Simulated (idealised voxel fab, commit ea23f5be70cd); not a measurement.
Process module heading - voxel self aligned contacts
Pictured: cross-section cut, 225 nm wide, on a grid of 5 nm square cells.
Think of the cross-section as a grid of square cells. We describe it in bands, top to bottom, and each band covers one or more rows of those cells.
Each band's line starts with the height of the band's top and of its bottom, in nm. Then come its materials from left to right, each with its width in nm. One material with "all across" fills the band from edge to edge. "empty" is empty space.
Beneath 0, the wafer as received is one material, and that level is where height counting begins. The lowest band goes on downward without a bottom; it is written like "z 0 and below".
Quick explanation for "30 to 40": the width changes in equal steps down the rows of cells, from the first number in the band's top row to the second number in its bottom row.
Reading "remained unchanged" for a step: not a cell of the cross-section changed in it.
"Closed void table": empty spaces of 8 cells or more with no open way to the top, each given as width x height at distance, distance from the left edge, all in nm.
Formally, on a step line, whatever follows the settings is a remark that the simulator itself makes on the step.
overlay nm: step with mask; distance mask lay right of planned place; negative value = left of planned place.

# The planned process steps are enumerated hereunder
- 1: RECEIVE with material Si
- 2: OXIDIZE with depth nm 5
- 3: DIRECTIONAL_DEP with material polySi, thk nm 20
- 4: DIRECTIONAL_DEP with material SiN, thk nm 20
- 5: DIRECTIONAL_DEP with material aC, thk nm 10
- 6: PATTERN with tone cover, mask id GATE, material resist, width nm 25, pitch nm 50, thk nm 30, overlay nm 0
- 7: DIRECTIONAL_ETCH with etch materials aC, depth nm 10
- 8: STRIP with etch materials resist
- 9: DIRECTIONAL_ETCH with etch materials SiN, depth nm 20
- 10: DIRECTIONAL_ETCH with etch materials polySi, depth nm 20
- 11: STRIP with etch materials aC
- 12: CONFORMAL_DEP with material SiN, thk nm 5
- 13: DIRECTIONAL_ETCH with etch materials SiN, depth nm 5
- 14: FILL_DEP with material SiO2, thk nm 15
- 15: CMP with height nm 50
- 16: PATTERN with tone open, mask id CONTACT, material resist, width nm 35, pitch nm 50, thk nm 20, overlay nm 0
- 17: DIRECTIONAL_ETCH with etch materials SiO2, depth nm 55
- 18: STRIP with etch materials resist
- 19: CONFORMAL_DEP with material TiN, thk nm 5
- 20: FILL_DEP with material Ru, thk nm 5
- 21: CMP with height nm 50
- 22: CONFORMAL_DEP with material SiCN, thk nm 5

# Wafer cross-section on receipt, i.e. after step 1
    z 0 and below = Si all across
    Closed void table: none

# Final wafer profile in cross-section after the module, from the same start and plan as above, with one mistake made during processing
    z 55 to 50 = SiCN all across
    z 50 to 40 = SiO2: 70 | TiN: 5 to 25 | Ru: 25 to 5 | TiN: 5 | SiO2: 15 | TiN: 5 to 25 | Ru: 25 to 5 | TiN: 5 | SiO2: 70
    z 40 to 20 = SiO2: 55 | SiN: 35 | TiN: 5 | Ru: 5 | TiN: 5 | SiN: 35 | TiN: 5 | Ru: 5 | TiN: 5 | SiN: 35 | SiO2: 35
    z 20 to 0 = SiO2: 55 | SiN: 5 | polySi: 25 | SiN: 5 | TiN: 5 | Ru: 5 | TiN: 5 | SiN: 5 | polySi: 25 | SiN: 5 | TiN: 5 | Ru: 5 | TiN: 5 | SiN: 5 | polySi: 25 | SiN: 5 | SiO2: 35
    z 0 to -5 = SiO2: 90 | TiN: 15 | SiO2: 35 | TiN: 15 | SiO2: 70
    z -5 and below = Si all across
    Closed void table: none
Run error: step 6 went in with a setting other than planned; the actual run was PATTERN with tone cover, mask id GATE, material resist, width nm 25, pitch nm 50, thk nm 30, overlay nm 10
